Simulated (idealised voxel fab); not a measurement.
Herein follows the process module entitled voxel ribs on slabs.
Cross-section cut: width 190 nm, square cells of 5 nm.
Bands, listed from the top down, are how a cross-section gets written in this document; the cross-section itself is a grid of square cells, and a band is one or more rows of them.
Look at the band entry: it leads with the top's height and the bottom's height in nm. Then it lists the materials left to right, with a width in nm for each. The word "everywhere" on a single material says that material fills the band edge to edge. The word "empty" is empty space.
Heights are measured from 0, the level below which the as-received wafer is all one material; the lowest band has no bottom and continues downward, written as in "z 0 and below".
The expression "30..40" gives the width at the extremes of the band, the first number at its top row of cells and the second at its bottom row, with the width changing by equal amounts from each row to the next in between.
You'll sometimes find "no alterations made" written for a step, and that's the way of saying that nowhere in the cross-section did a cell change during that step.
"Voids, sealed" means: voids of 8 cells or more that are shut off from the top with no open way through. Written width x height at distance, distance from the left edge, in nm.
Note: text after step settings on the step line = simulator remark on that step.
If you see "overlay nm" on a step's line and that step has a mask, it's telling you how far right of where it was planned the mask ended up; a negative number means it went left instead.
## Steps planned for the process
1. RECEIVE (material Si)
2. DIRECTIONAL_DEP (material SiO2; thk nm 30)
3. DIRECTIONAL_DEP (material SiN; thk nm 25)
4. MASKED_ETCH (tone cover; mask id RIB; width nm 20; etch materials SiN; depth nm 20; overlay nm 0)
5. PATTERN (tone cover; mask id SLAB; material resist; width nm 60; thk nm 20; overlay nm 0)
6. DIRECTIONAL_ETCH (etch materials SiN; depth nm 5)
7. STRIP (etch materials resist)
8. FILL_DEP (material SiO2; thk nm 15)
9. CMP (height nm 65)
10. DIRECTIONAL_DEP (material TiN; thk nm 5)
11. DIRECTIONAL_DEP (material aC; thk nm 10)
12. PATTERN (tone cover; mask id HEATER; material resist; width nm 30; thk nm 25; overlay nm 0)
13. DIRECTIONAL_ETCH (etch materials aC; depth nm 10)
14. STRIP (etch materials resist)
15. DIRECTIONAL_ETCH (etch materials TiN; depth nm 5)
16. STRIP (etch materials aC)
17. CONFORMAL_DEP (material SiO2; thk nm 5)
## Cross-section, incoming material, after step 1
* z 0 and below = Si everywhere
* Voids, sealed: none
## Look at the cross-section after the module: the wafer started out the way shown above and the plan was the one shown above, yet one mistake was made along the way
* z 75 to 70 = empty 75  aC 40  empty 75
* z 70 to 65 = aC 80  TiN 30  aC 80
* z 65 to 55 = SiO2 everywhere
* z 55 to 35 = SiO2 85  SiN 20  SiO2 85
* z 35 to 30 = SiO2 65  SiN 60  SiO2 65
* z 30 to 0 = SiO2 everywhere
* z 0 and below = Si everywhere
* Voids, sealed: none
Plan not followed: step 17 ran with different settings than intended, the actual operation and settings being CONFORMAL_DEP (material aC; thk nm 5)
